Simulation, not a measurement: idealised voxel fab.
This is a process module. Its name is voxel transistor to metal.
190 nm wide, 5 nm square cells: that's cross-section cut.
Cross-section layout: square cells on a grid; listed as bands, top to bottom; a band spans one or more cell rows.
The entry gives the band's vertical extent as a top height and a bottom height in nm, then its horizontal make-up as materials from left to right, each with a width in nm. "blank" stands for empty space; a single material marked "throughout" fills the band edge to edge.
Convention: height 0 is the level below which the wafer, as received, is all one material. The lowest band does not terminate at the bottom but continues downward, represented as "0 nm and below".
It should be noted that a width expressed as "30..40" varies in equal increments from row to row of cells within the band, taking the value of the first number at the top row and that of the second number at the bottom row.
Given "changes: none" for a step, no cell of the cross-section differs between before and after that step.
"Closed internal cavities" - sealed voids, min. 8 cells, no opening to top; format: width x height at distance (distance from left edge; nm throughout).
Step line, after settings: the simulator's comment on this step.
overlay nm: right-of-plan distance of the mask on a masked step; negative values mean left-of-plan.
The process steps that were planned are listed below:
| 1 | RECEIVE (material Si) |
| 2 | OXIDIZE (depth nm 5) |
| 3 | CONFORMAL_DEP (material SiN; thk nm 15) |
| 4 | PATTERN (tone cover; mask id ACTIVE; material resist; width nm 115; thk nm 20; overlay nm 0) |
| 5 | DIRECTIONAL_ETCH (etch materials SiN; depth nm 15) |
| 6 | DIRECTIONAL_ETCH (etch materials SiO2; depth nm 5) |
| 7 | DIRECTIONAL_ETCH (etch materials Si; depth nm 30) |
| 8 | STRIP (etch materials resist) |
| 9 | FILL_DEP (material SiO2; thk nm 10) |
| 10 | CMP (height nm 15) |
| 11 | SELECTIVE_ETCH (etch materials SiO2; depth nm 15) |
| 12 | STRIP (etch materials SiN) |
| 13 | SELECTIVE_ETCH (etch materials SiO2; depth nm 5) |
| 14 | OXIDIZE (depth nm 5) |
| 15 | DIRECTIONAL_DEP (material polySi; thk nm 25) |
| 16 | DIRECTIONAL_DEP (material SiCN; thk nm 10) |
| 17 | MASKED_ETCH (tone cover; mask id GATE; width nm 25; etch materials SiCN; depth nm 20; overlay nm 0) |
| 18 | MASKED_ETCH (tone cover; mask id GATE; width nm 25; etch materials polySi; depth nm 35; overlay nm 0) |
| 19 | CONFORMAL_DEP (material SiO2; thk nm 5) |
| 20 | DIRECTIONAL_ETCH (etch materials SiO2; depth nm 5) |
| 21 | CONFORMAL_DEP (material SiN; thk nm 10) |
| 22 | DIRECTIONAL_ETCH (etch materials SiN; depth nm 10) |
| 23 | DIRECTIONAL_ETCH (etch materials SiO2; depth nm 5) |
| 24 | EPI (material pSi; thk nm 5) |
| 25 | FILL_DEP (material SiO2; thk nm 10) |
| 26 | CMP (height nm 20) |
| 27 | STRIP (etch materials polySi) |
| 28 | SELECTIVE_ETCH (etch materials SiO2; depth nm 5) |
| 29 | CONFORMAL_DEP (material HfO2; thk nm 5) |
| 30 | CONFORMAL_DEP (material TiN; thk nm 5) |
| 31 | FILL_DEP (material W; thk nm 10) |
| 32 | CMP (height nm 15) |
| 33 | DIRECTIONAL_DEP (material SiO2; thk nm 15) |
| 34 | PATTERN (tone open; mask id CONTACT; material resist; width nm 15; pitch nm 80; thk nm 15; overlay nm 0) |
| 35 | DIRECTIONAL_ETCH (etch materials SiO2; depth nm 35) |
| 36 | STRIP (etch materials resist) |
| 37 | CONFORMAL_DEP (material TiN; thk nm 5) |
| 38 | FILL_DEP (material Ru; thk nm 10) |
| 39 | CMP (height nm 30) |
| 40 | DIRECTIONAL_DEP (material TiN; thk nm 5) |
| 41 | DIRECTIONAL_DEP (material W; thk nm 15) |
| 42 | MASKED_ETCH (tone cover; mask id METAL_1; width nm 15; pitch nm 80; etch materials W; depth nm 15; overlay nm 0) |
| 43 | MASKED_ETCH (tone cover; mask id METAL_1; width nm 15; pitch nm 80; etch materials TiN; depth nm 5; overlay nm 0) |
| 44 | CONFORMAL_DEP (material SiCN; thk nm 5) |
| 45 | FILL_DEP (material lowk; thk nm 5) |
| 46 | CMP (height nm 50) |
| 47 | CONFORMAL_DEP (material SiCN; thk nm 5) |
| 48 | DIRECTIONAL_DEP (material SiO2; thk nm 30) |
| 49 | DIRECTIONAL_DEP (material aC; thk nm 15) |
| 50 | PATTERN (tone open; mask id METAL_2; material resist; width nm 15; pitch nm 80; thk nm 30; overlay nm 0) |
| 51 | DIRECTIONAL_ETCH (etch materials aC; depth nm 15) |
| 52 | STRIP (etch materials resist) |
| 53 | DIRECTIONAL_ETCH (etch materials SiO2; depth nm 15) |
| 54 | STRIP (etch materials aC) |
| 55 | PATTERN (tone open; mask id METAL_2_HOLES; material resist; width nm 15; pitch nm 80; thk nm 15; overlay nm 0) |
| 56 | DIRECTIONAL_ETCH (etch materials SiO2; depth nm 15) |
| 57 | DIRECTIONAL_ETCH (etch materials SiCN; depth nm 5) |
| 58 | STRIP (etch materials resist) |
| 59 | CONFORMAL_DEP (material TiN; thk nm 5) |
| 60 | FILL_DEP (material Cu; thk nm 5) |
| 61 | CMP (height nm 85) |
| 62 | CONFORMAL_DEP (material SiN; thk nm 5) |
Wafers differ in thk nm at step 24; plan lists the first wafer's value; identical starting state.
First of several wafers (as received, post step 1), cross-sectional view:
  0 nm and below = Si throughout
  Closed internal cavities: none
Heads up, this table goes wafer by wafer. A row tells you, at the end of the module, how many cells of each material that wafer has put on (+) or dropped (-) since it was received, and then its closed voids:
thk nm 5, +12 Cu, +15 HfO2, +12 Ru, -151 Si, +76 SiCN, +54 SiN, +464 SiO2, +77 TiN, +27 W, +84 lowk, +14 pSi, Closed internal cavities: none
thk nm 10, +12 Cu, +15 HfO2, +10 Ru, -151 Si, +76 SiCN, +54 SiN, +452 SiO2, +73 TiN, +27 W, +84 lowk, +32 pSi, Closed internal cavities: none
thk nm 15, +12 Cu, +15 HfO2, +8 Ru, -151 Si, +76 SiCN, +54 SiN, +436 SiO2, +69 TiN, +27 W, +84 lowk, +54 pSi, Closed internal cavities: none
thk nm 20, +12 Cu, +15 HfO2, +6 Ru, -151 Si, +76 SiCN, +54 SiN, +416 SiO2, +65 TiN, +27 W, +84 lowk, +80 pSi, Closed internal cavities: none
